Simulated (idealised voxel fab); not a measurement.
process module | voxel self aligned vias
cross-section cut | 230 nm wide | cells 5 nm
A cross-section is a grid of square cells, given in bands from the top down. A band is one or more rows of cells.
Each band's line starts with the height of the band's top and of its bottom, in nm. Then come its materials from left to right, each with its width in nm. One material with "throughout" fills the band from edge to edge. "air" is empty space.
Height 0 is the level under which the wafer as received is all one material. The lowest band goes on downwards, as in "0 down".
A width such as "30 to 40" changes by the same amount from each row of cells to the next, from the band's top row to its bottom row.
"no change" after a step means that no cell of the cross-section changed.
closed voids: empty space of 8 cells or more with no open way to the top, each as width x height at its distance from the left edge, in nm
after a step's settings: what the simulator itself notes on the step
overlay nm, on a step with a mask: how far to the right of its planned place the mask lay; to the left if negative
plan
1 op RECEIVE | material Si
2 op CONFORMAL_DEP | material SiO2 | thk nm 15
3 op CONFORMAL_DEP | material SiCN | thk nm 5
4 op DIRECTIONAL_DEP | material SiO2 | thk nm 30
5 op MASKED_ETCH | tone open | mask id LINES | width nm 30 | pitch nm 65 | etch materials SiO2 | depth nm 30 | overlay nm 0
6 op CONFORMAL_DEP | material TiN | thk nm 5
7 op FILL_DEP | material Ru | thk nm 5
8 op CMP | height nm 50
9 op SELECTIVE_ETCH | etch materials W Ru TiN | depth nm 10
10 op FILL_DEP | material SiN | thk nm 5
11 op CMP | height nm 50
12 op DIRECTIONAL_DEP | material SiO2 | thk nm 20
13 op MASKED_ETCH | tone open | mask id VIAS | width nm 40 | pitch nm 130 | etch materials SiO2 | depth nm 20 | overlay nm 0
14 op MASKED_ETCH | tone open | mask id VIAS | width nm 40 | pitch nm 130 | etch materials SiN | depth nm 10 | overlay nm 0
15 op CONFORMAL_DEP | material TiN | thk nm 5
16 op FILL_DEP | material Ru | thk nm 5
17 op CMP | height nm 70
18 op CONFORMAL_DEP | material SiN | thk nm 5
as received, after step 1
  0 down: Si throughout
  closed voids: none
a wafer at the end: this start, this plan, one mistake
  75 to 70: SiN throughout
  70 to 50: SiO2 30 | TiN 5 | Ru 30 | TiN 5 | SiO2 90 | TiN 5 | Ru 30 | TiN 5 | SiO2 30
  50 to 45: SiN 30 | TiN 10 | Ru 20 | TiN 10 | SiN 90 | TiN 10 | Ru 20 | TiN 10 | SiN 30
  45 to 40: SiO2 35 | TiN 30 | SiO2 35 | SiN 30 | SiO2 35 | TiN 30 | SiO2 35
  40 to 20: SiO2 35 | TiN 5 | Ru 20 | TiN 5 | SiO2 35 | TiN 5 | Ru 20 | TiN 5 | SiO2 35 | TiN 5 | Ru 20 | TiN 5 | SiO2 35
  20 to 15: SiO2 35 | TiN 30 | SiO2 35 | TiN 30 | SiO2 35 | TiN 30 | SiO2 35
  15 to 0: SiO2 throughout
  0 down: Si throughout
  closed voids: none
what went wrong: step 3 was left out
